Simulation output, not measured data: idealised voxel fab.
The process module presented herein is designated voxel self aligned vias.
Displayed cross-section: cut, width of 170 nm, square cells sized 5 nm.
Heads up, the way a cross-section reads in here is a grid of square cells, handed over as bands from the top down, with every band being one or more rows of cells.
Band: top and bottom heights (nm) first, top before bottom; then materials from left to right, widths in nm. "throughout" marks a sole material filling the band edge to edge. "empty" denotes empty space.
Basically, 0 is our baseline, since under it the wafer straight out of the box is all one material. The bottom band has no lower end and keeps on going down, so it looks like "from 0 down".
Width: "30..40" (first number = top row, second number = bottom row, same change from row to row of cells).
Key: "nothing got changed" - step with no changed cell in the cross-section.
"Closed void inventory" - sealed voids, min. 8 cells, no opening to top; format: width x height at distance (distance from left edge; nm throughout).
Past the settings on a step's line: simulator remark, on that step.
overlay nm, on a step with a mask: how far to the right of its planned place the mask lay; to the left if negative
This section lists the process steps that were planned:
- 1: RECEIVE [material Si]
- 2: CONFORMAL_DEP [material SiO2] [thk nm 10]
- 3: CONFORMAL_DEP [material SiCN] [thk nm 5]
- 4: DIRECTIONAL_DEP [material SiO2] [thk nm 30]
- 5: DIRECTIONAL_DEP [material aC] [thk nm 10]
- 6: PATTERN [tone open] [mask id LINES] [material resist] [width nm 20] [pitch nm 45] [thk nm 25] [overlay nm 0]
- 7: DIRECTIONAL_ETCH [etch materials aC] [depth nm 10]
- 8: STRIP [etch materials resist]
- 9: DIRECTIONAL_ETCH [etch materials SiO2] [depth nm 30]
- 10: STRIP [etch materials aC]
- 11: CONFORMAL_DEP [material TiN] [thk nm 5]
- 12: FILL_DEP [material W] [thk nm 10]
- 13: CMP [height nm 35]
- 14: SELECTIVE_ETCH [etch materials W Ru TiN] [depth nm 10]
- 15: FILL_DEP [material SiN] [thk nm 10]
- 16: CMP [height nm 45]
- 17: DIRECTIONAL_DEP [material SiO2] [thk nm 15]
- 18: PATTERN [tone open] [mask id VIAS] [material resist] [width nm 30] [pitch nm 45] [thk nm 15] [overlay nm 0]
- 19: DIRECTIONAL_ETCH [etch materials SiO2] [depth nm 15]
- 20: DIRECTIONAL_ETCH [etch materials SiN] [depth nm 10]
- 21: STRIP [etch materials resist]
- 22: CONFORMAL_DEP [material TiN] [thk nm 5]
- 23: FILL_DEP [material W] [thk nm 5]
- 24: CMP [height nm 60]
- 25: CONFORMAL_DEP [material SiCN] [thk nm 5]
It is noted that the wafers described herein are identical at the outset and are distinguished by the height nm of step 13; the value stated in the plan corresponds to the first wafer.
This is how the first of several wafers looked in cross-section when it arrived, which is after step 1:
    from 0 down | Si throughout
    Closed void inventory: none
Each row below is a wafer at the end of the module, listing for every material the number of cells it has gained (+) or lost (-) since it was received, followed by its closed voids:
height nm 35; +68 SiCN; +60 SiN; +238 SiO2; +40 TiN; +36 W; Closed void inventory: none
height nm 40; +68 SiCN; +30 SiN; +264 SiO2; +44 TiN; +36 W; Closed void inventory: none
height nm 45; +68 SiCN; +290 SiO2; +48 TiN; +36 W; Closed void inventory: none
height nm 50; +68 SiCN; +290 SiO2; +48 TiN; +36 W; Closed void inventory: none
height nm 55; +68 SiCN; +290 SiO2; +48 TiN; +36 W; Closed void inventory: none
height nm 60; +68 SiCN; +290 SiO2; +48 TiN; +36 W; Closed void inventory: none
